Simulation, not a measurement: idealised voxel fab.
process module | voxel trench capacitor
cross-section cut | 195 nm wide | cells 5 nm
A cross-section is a grid of square cells, given in bands from the top down. A band is one or more rows of cells.
Each band's line starts with the height of the band's top and of its bottom, in nm. Then come its materials from left to right, each with its width in nm. One material with "throughout" fills the band from edge to edge. "air" is empty space.
Height 0 is the level under which the wafer as received is all one material. The lowest band goes on downwards, as in "0 down".
A width such as "30 to 40" changes by the same amount from each row of cells to the next, from the band's top row to its bottom row.
"no change" after a step means that no cell of the cross-section changed.
closed voids: empty space of 8 cells or more with no open way to the top, each as width x height at its distance from the left edge, in nm
after a step's settings: what the simulator itself notes on the step
overlay nm, on a step with a mask: how far to the right of its planned place the mask lay; to the left if negative
plan
1 op RECEIVE | material Si
2 op CONFORMAL_DEP | material SiN | thk nm 10
3 op PATTERN | tone open | mask id TRENCH | material resist | width nm 25 | pitch nm 45 | thk nm 15 | overlay nm 0
4 op DIRECTIONAL_ETCH | etch materials SiN | depth nm 10
5 op DIRECTIONAL_ETCH | etch materials Si | depth nm 30
6 op STRIP | etch materials resist
7 op CONFORMAL_DEP | material Al2O3 | thk nm 5
8 op CONFORMAL_DEP | material TiN | thk nm 5
9 op FILL_DEP | material W | thk nm 5
10 op CMP | height nm 10
first wafer, as planned
as received, after step 1
  0 down: Si throughout
  closed voids: none
after step 2
  10 to 0: SiN throughout
  below 0: unchanged
after step 3
  25 to 10: resist 40 | air 25 | resist 20 | air 25 | resist 20 | air 25 | resist 40
  below 10: unchanged
after step 4
  25 to 10: resist 40 | air 25 | resist 20 | air 25 | resist 20 | air 25 | resist 40
  10 to 0: SiN 40 | air 25 | SiN 20 | air 25 | SiN 20 | air 25 | SiN 40
  below 0: unchanged
after step 5
  25 to 10: resist 40 | air 25 | resist 20 | air 25 | resist 20 | air 25 | resist 40
  10 to 0: SiN 40 | air 25 | SiN 20 | air 25 | SiN 20 | air 25 | SiN 40
  0 to -30: Si 40 | air 25 | Si 20 | air 25 | Si 20 | air 25 | Si 40
  below -30: unchanged
after step 6
  10 to 0: SiN 40 | air 25 | SiN 20 | air 25 | SiN 20 | air 25 | SiN 40
  below 0: unchanged
after step 7
  15 to 10: Al2O3 45 | air 15 | Al2O3 30 | air 15 | Al2O3 30 | air 15 | Al2O3 45
  10 to 0: SiN 40 | Al2O3 5 | air 15 | Al2O3 5 | SiN 20 | Al2O3 5 | air 15 | Al2O3 5 | SiN 20 | Al2O3 5 | air 15 | Al2O3 5 | SiN 40
  0 to -25: Si 40 | Al2O3 5 | air 15 | Al2O3 5 | Si 20 | Al2O3 5 | air 15 | Al2O3 5 | Si 20 | Al2O3 5 | air 15 | Al2O3 5 | Si 40
  -25 to -30: Si 40 | Al2O3 25 | Si 20 | Al2O3 25 | Si 20 | Al2O3 25 | Si 40
  below -30: unchanged
after step 8
  20 to 15: TiN 50 | air 5 | TiN 40 | air 5 | TiN 40 | air 5 | TiN 50
  15 to 10: Al2O3 45 | TiN 5 | air 5 | TiN 5 | Al2O3 30 | TiN 5 | air 5 | TiN 5 | Al2O3 30 | TiN 5 | air 5 | TiN 5 | Al2O3 45
  10 to 0: SiN 40 | Al2O3 5 | TiN 5 | air 5 | TiN 5 | Al2O3 5 | SiN 20 | Al2O3 5 | TiN 5 | air 5 | TiN 5 | Al2O3 5 | SiN 20 | Al2O3 5 | TiN 5 | air 5 | TiN 5 | Al2O3 5 | SiN 40
  0 to -20: Si 40 | Al2O3 5 | TiN 5 | air 5 | TiN 5 | Al2O3 5 | Si 20 | Al2O3 5 | TiN 5 | air 5 | TiN 5 | Al2O3 5 | Si 20 | Al2O3 5 | TiN 5 | air 5 | TiN 5 | Al2O3 5 | Si 40
  -20 to -25: Si 40 | Al2O3 5 | TiN 15 | Al2O3 5 | Si 20 | Al2O3 5 | TiN 15 | Al2O3 5 | Si 20 | Al2O3 5 | TiN 15 | Al2O3 5 | Si 40
  below -25: unchanged
after step 9
  25 to 20: W throughout
  20 to 15: TiN 50 | W 5 | TiN 40 | W 5 | TiN 40 | W 5 | TiN 50
  15 to 10: Al2O3 45 | TiN 5 | W 5 | TiN 5 | Al2O3 30 | TiN 5 | W 5 | TiN 5 | Al2O3 30 | TiN 5 | W 5 | TiN 5 | Al2O3 45
  10 to 0: SiN 40 | Al2O3 5 | TiN 5 | W 5 | TiN 5 | Al2O3 5 | SiN 20 | Al2O3 5 | TiN 5 | W 5 | TiN 5 | Al2O3 5 | SiN 20 | Al2O3 5 | TiN 5 | W 5 | TiN 5 | Al2O3 5 | SiN 40
  0 to -20: Si 40 | Al2O3 5 | TiN 5 | W 5 | TiN 5 | Al2O3 5 | Si 20 | Al2O3 5 | TiN 5 | W 5 | TiN 5 | Al2O3 5 | Si 20 | Al2O3 5 | TiN 5 | W 5 | TiN 5 | Al2O3 5 | Si 40
  below -20: unchanged
after step 10
  10 to 0: SiN 40 | Al2O3 5 | TiN 5 | W 5 | TiN 5 | Al2O3 5 | SiN 20 | Al2O3 5 | TiN 5 | W 5 | TiN 5 | Al2O3 5 | SiN 20 | Al2O3 5 | TiN 5 | W 5 | TiN 5 | Al2O3 5 | SiN 40
  below 0: unchanged
second wafer: like start, like plan, one mistake. Through step 2 it matches the first wafer
when step 3 should have ended
  25 to 10: air 40 | resist 25 | air 20 | resist 25 | air 20 | resist 25 | air 40
  below 10: unchanged
when step 4 should have ended
  25 to 10: air 40 | resist 25 | air 20 | resist 25 | air 20 | resist 25 | air 40
  10 to 0: air 40 | SiN 25 | air 20 | SiN 25 | air 20 | SiN 25 | air 40
  below 0: unchanged
when step 5 should have ended
  25 to 10: air 40 | resist 25 | air 20 | resist 25 | air 20 | resist 25 | air 40
  10 to 0: air 40 | SiN 25 | air 20 | SiN 25 | air 20 | SiN 25 | air 40
  0 to -30: air 40 | Si 25 | air 20 | Si 25 | air 20 | Si 25 | air 40
  below -30: unchanged
when step 6 should have ended
  10 to 0: air 40 | SiN 25 | air 20 | SiN 25 | air 20 | SiN 25 | air 40
  below 0: unchanged
when step 7 should have ended
  15 to 10: air 35 | Al2O3 35 | air 10 | Al2O3 35 | air 10 | Al2O3 35 | air 35
  10 to 0: air 35 | Al2O3 5 | SiN 25 | Al2O3 5 | air 10 | Al2O3 5 | SiN 25 | Al2O3 5 | air 10 | Al2O3 5 | SiN 25 | Al2O3 5 | air 35
  0 to -25: air 35 | Al2O3 5 | Si 25 | Al2O3 5 | air 10 | Al2O3 5 | Si 25 | Al2O3 5 | air 10 | Al2O3 5 | Si 25 | Al2O3 5 | air 35
  -25 to -30: Al2O3 40 | Si 25 | Al2O3 20 | Si 25 | Al2O3 20 | Si 25 | Al2O3 40
  below -30: unchanged
when step 8 should have ended
  20 to 15: air 30 | TiN 135 | air 30
  15 to 10: air 30 | TiN 5 | Al2O3 35 | TiN 10 | Al2O3 35 | TiN 10 | Al2O3 35 | TiN 5 | air 30
  10 to 0: air 30 | TiN 5 | Al2O3 5 | SiN 25 | Al2O3 5 | TiN 10 | Al2O3 5 | SiN 25 | Al2O3 5 | TiN 10 | Al2O3 5 | SiN 25 | Al2O3 5 | TiN 5 | air 30
  0 to -20: air 30 | TiN 5 | Al2O3 5 | Si 25 | Al2O3 5 | TiN 10 | Al2O3 5 | Si 25 | Al2O3 5 | TiN 10 | Al2O3 5 | Si 25 | Al2O3 5 | TiN 5 | air 30
  -20 to -25: TiN 35 | Al2O3 5 | Si 25 | Al2O3 5 | TiN 10 | Al2O3 5 | Si 25 | Al2O3 5 | TiN 10 | Al2O3 5 | Si 25 | Al2O3 5 | TiN 35
  below -25: unchanged
when step 9 should have ended
  25 to 20: W throughout
  20 to 15: W 30 | TiN 135 | W 30
  15 to 10: W 30 | TiN 5 | Al2O3 35 | TiN 10 | Al2O3 35 | TiN 10 | Al2O3 35 | TiN 5 | W 30
  10 to 0: W 30 | TiN 5 | Al2O3 5 | SiN 25 | Al2O3 5 | TiN 10 | Al2O3 5 | SiN 25 | Al2O3 5 | TiN 10 | Al2O3 5 | SiN 25 | Al2O3 5 | TiN 5 | W 30
  0 to -20: W 30 | TiN 5 | Al2O3 5 | Si 25 | Al2O3 5 | TiN 10 | Al2O3 5 | Si 25 | Al2O3 5 | TiN 10 | Al2O3 5 | Si 25 | Al2O3 5 | TiN 5 | W 30
  below -20: unchanged
when step 10 should have ended
  10 to 0: W 30 | TiN 5 | Al2O3 5 | SiN 25 | Al2O3 5 | TiN 10 | Al2O3 5 | SiN 25 | Al2O3 5 | TiN 10 | Al2O3 5 | SiN 25 | Al2O3 5 | TiN 5 | W 30
  below 0: unchanged
what went wrong: step 3 ran as: op PATTERN | tone cover | mask id TRENCH | material resist | width nm 25 | pitch nm 45 | thk nm 15 | overlay nm 0
at the end the second wafer has, in cells: 9 more of Al2O3 | 54 fewer of Si | 18 fewer of SiN | 9 more of TiN | 54 more of W
